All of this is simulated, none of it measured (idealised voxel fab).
process module | voxel transistor to metal
cross-section cut | 295 nm wide | cells 5 nm
A cross-section is a grid of square cells, given in bands from the top down. A band is one or more rows of cells.
Each band's line starts with the height of the band's top and of its bottom, in nm. Then come its materials from left to right, each with its width in nm. One material with "throughout" fills the band from edge to edge. "air" is empty space.
Height 0 is the level under which the wafer as received is all one material. The lowest band goes on downwards, as in "0 down".
A width such as "30 to 40" changes by the same amount from each row of cells to the next, from the band's top row to its bottom row.
"no change" after a step means that no cell of the cross-section changed.
closed voids: empty space of 8 cells or more with no open way to the top, each as width x height at its distance from the left edge, in nm
after a step's settings: what the simulator itself notes on the step
overlay nm, on a step with a mask: how far to the right of its planned place the mask lay; to the left if negative
plan
1 op RECEIVE | material Si
2 op CONFORMAL_DEP | material SiO2 | thk nm 5
3 op CONFORMAL_DEP | material SiN | thk nm 10
4 op MASKED_ETCH | tone cover | mask id ACTIVE | width nm 115 | pitch nm 135 | etch materials SiN | depth nm 10 | overlay nm 0
5 op MASKED_ETCH | tone cover | mask id ACTIVE | width nm 115 | pitch nm 135 | etch materials SiO2 | depth nm 5 | overlay nm 0
6 op MASKED_ETCH | tone cover | mask id ACTIVE | width nm 115 | pitch nm 135 | etch materials Si | depth nm 20 | overlay nm 0
7 op FILL_DEP | material SiO2 | thk nm 15
8 op CMP | height nm 15
9 op SELECTIVE_ETCH | etch materials SiO2 | depth nm 10
10 op STRIP | etch materials SiN
11 op SELECTIVE_ETCH | etch materials SiO2 | depth nm 5
12 op OXIDIZE | depth nm 5
13 op DIRECTIONAL_DEP | material polySi | thk nm 30
14 op DIRECTIONAL_DEP | material SiCN | thk nm 15
15 op DIRECTIONAL_DEP | material aC | thk nm 15
16 op PATTERN | tone cover | mask id GATE | material resist | width nm 25 | pitch nm 135 | thk nm 35 | overlay nm 0
17 op DIRECTIONAL_ETCH | etch materials aC | depth nm 15
18 op STRIP | etch materials resist
19 op DIRECTIONAL_ETCH | etch materials SiCN | depth nm 25
20 op DIRECTIONAL_ETCH | etch materials polySi | depth nm 40
21 op STRIP | etch materials aC
22 op CONFORMAL_DEP | material SiO2 | thk nm 5
23 op DIRECTIONAL_ETCH | etch materials SiO2 | depth nm 5
24 op CONFORMAL_DEP | material SiN | thk nm 10
25 op DIRECTIONAL_ETCH | etch materials SiN | depth nm 10
26 op DIRECTIONAL_ETCH | etch materials SiO2 | depth nm 5
27 op DIRECTIONAL_ETCH | etch materials Si | depth nm 10
28 op EPI | material SiGe | thk nm 10
29 op FILL_DEP | material SiO2 | thk nm 5
30 op CMP | height nm 30
31 op STRIP | etch materials polySi
32 op SELECTIVE_ETCH | etch materials SiO2 | depth nm 5
33 op CONFORMAL_DEP | material HfO2 | thk nm 5
34 op CONFORMAL_DEP | material TiN | thk nm 5
35 op FILL_DEP | material W | thk nm 10
36 op CMP | height nm 25
37 op DIRECTIONAL_DEP | material SiO2 | thk nm 10
38 op MASKED_ETCH | tone open | mask id CONTACT | width nm 20 | etch materials SiO2 | depth nm 40 | overlay nm 0
39 op CONFORMAL_DEP | material TiN | thk nm 5
40 op FILL_DEP | material W | thk nm 5
41 op CMP | height nm 35
42 op CONFORMAL_DEP | material SiN | thk nm 5
43 op DIRECTIONAL_DEP | material lowk | thk nm 15
44 op MASKED_ETCH | tone open | mask id METAL_1 | width nm 20 | etch materials lowk | depth nm 15 | overlay nm 0
45 op MASKED_ETCH | tone open | mask id METAL_1 | width nm 20 | etch materials SiN | depth nm 5 | overlay nm 0
46 op CONFORMAL_DEP | material TiN | thk nm 5
47 op FILL_DEP | material Cu | thk nm 10
48 op CMP | height nm 55
49 op CONFORMAL_DEP | material SiCN | thk nm 5
50 op DIRECTIONAL_DEP | material lowk | thk nm 30
51 op DIRECTIONAL_DEP | material aC | thk nm 10
52 op PATTERN | tone open | mask id METAL_2_HOLES | material resist | width nm 15 | pitch nm 135 | thk nm 30 | overlay nm 0
53 op DIRECTIONAL_ETCH | etch materials aC | depth nm 10
54 op STRIP | etch materials resist
55 op DIRECTIONAL_ETCH | etch materials lowk | depth nm 30
56 op STRIP | etch materials aC
57 op PATTERN | tone open | mask id METAL_2 | material resist | width nm 20 | pitch nm 135 | thk nm 15 | overlay nm 0
58 op DIRECTIONAL_ETCH | etch materials lowk | depth nm 15
59 op DIRECTIONAL_ETCH | etch materials SiCN | depth nm 5
60 op STRIP | etch materials resist
61 op CONFORMAL_DEP | material TiN | thk nm 5
62 op FILL_DEP | material Ru | thk nm 10
63 op CMP | height nm 90
64 op CONFORMAL_DEP | material SiCN | thk nm 5
as received, after step 1
  0 down: Si throughout
  closed voids: none
a wafer at the end: this start, this plan, one mistake
  95 to 90: SiCN throughout
  90 to 80: lowk 25 | TiN 5 | Ru 20 | TiN 5 | lowk 105 | TiN 5 | Ru 20 | TiN 5 | lowk 105
  80 to 75: lowk 25 | TiN 5 | Ru 5 | TiN 20 | lowk 105 | TiN 5 | Ru 5 | TiN 20 | lowk 105
  75 to 65: lowk 25 | TiN 5 | Ru 5 | TiN 5 | lowk 120 | TiN 5 | Ru 5 | TiN 5 | lowk 120
  65 to 60: lowk 25 | TiN 15 | lowk 120 | TiN 15 | lowk 120
  60 to 55: SiCN 35 | TiN 5 | SiCN 130 | TiN 5 | SiCN 120
  55 to 40: lowk 25 | TiN 5 | Cu 10 | TiN 5 | lowk 65 | TiN 5 | Cu 10 | TiN 5 | lowk 30 | TiN 5 | Cu 10 | TiN 5 | lowk 65 | TiN 5 | Cu 10 | TiN 5 | lowk 30
  40 to 35: SiN 25 | TiN 20 | SiN 65 | TiN 20 | SiN 30 | TiN 20 | SiN 65 | TiN 20 | SiN 30
  35 to 25: SiO2 25 | TiN 5 | W 10 | TiN 5 | SiO2 65 | TiN 5 | W 10 | TiN 5 | SiO2 30 | TiN 5 | W 10 | TiN 5 | SiO2 65 | TiN 5 | W 10 | TiN 5 | SiO2 30
  25 to 10: SiO2 25 | TiN 5 | W 10 | TiN 5 | SiO2 5 | SiN 10 | HfO2 5 | TiN 5 | W 15 | TiN 5 | HfO2 5 | SiN 10 | SiO2 5 | TiN 5 | W 10 | TiN 5 | SiO2 30 | TiN 5 | W 10 | TiN 5 | SiO2 5 | SiN 10 | HfO2 5 | TiN 5 | W 15 | TiN 5 | HfO2 5 | SiN 10 | SiO2 5 | TiN 5 | W 10 | TiN 5 | SiO2 30
  10 to 5: SiO2 25 | TiN 5 | W 5 | TiN 10 | SiO2 5 | SiN 10 | HfO2 5 | TiN 5 | W 15 | TiN 5 | HfO2 5 | SiN 10 | SiO2 5 | TiN 10 | W 5 | TiN 5 | SiO2 30 | TiN 5 | W 5 | TiN 10 | SiO2 5 | SiN 10 | HfO2 5 | TiN 5 | W 15 | TiN 5 | HfO2 5 | SiN 10 | SiO2 5 | TiN 10 | W 5 | TiN 5 | SiO2 30
  5 to 0: SiO2 25 | TiN 5 | W 5 | TiN 5 | SiGe 10 | SiN 10 | HfO2 5 | TiN 25 | HfO2 5 | SiN 10 | SiGe 10 | TiN 5 | W 5 | TiN 5 | SiO2 30 | TiN 5 | W 5 | TiN 5 | SiGe 10 | SiN 10 | HfO2 5 | TiN 25 | HfO2 5 | SiN 10 | SiGe 10 | TiN 5 | W 5 | TiN 5 | SiO2 30
  0 to -5: SiO2 25 | TiN 15 | SiGe 10 | SiO2 10 | HfO2 35 | SiO2 10 | SiGe 10 | TiN 15 | SiO2 30 | TiN 15 | SiGe 10 | SiO2 10 | HfO2 35 | SiO2 10 | SiGe 10 | TiN 15 | SiO2 30
  -5 to -15: SiO2 20 | SiGe 30 | Si 55 | SiGe 30 | SiO2 20 | SiGe 30 | Si 55 | SiGe 30 | SiO2 25
  -15 to -20: SiO2 20 | Si 115 | SiO2 20 | Si 115 | SiO2 25
  -20 down: Si throughout
  closed voids: none
what went wrong: step 57 ran as: op PATTERN | tone open | mask id METAL_2 | material resist | width nm 20 | pitch nm 135 | thk nm 15 | overlay nm 10
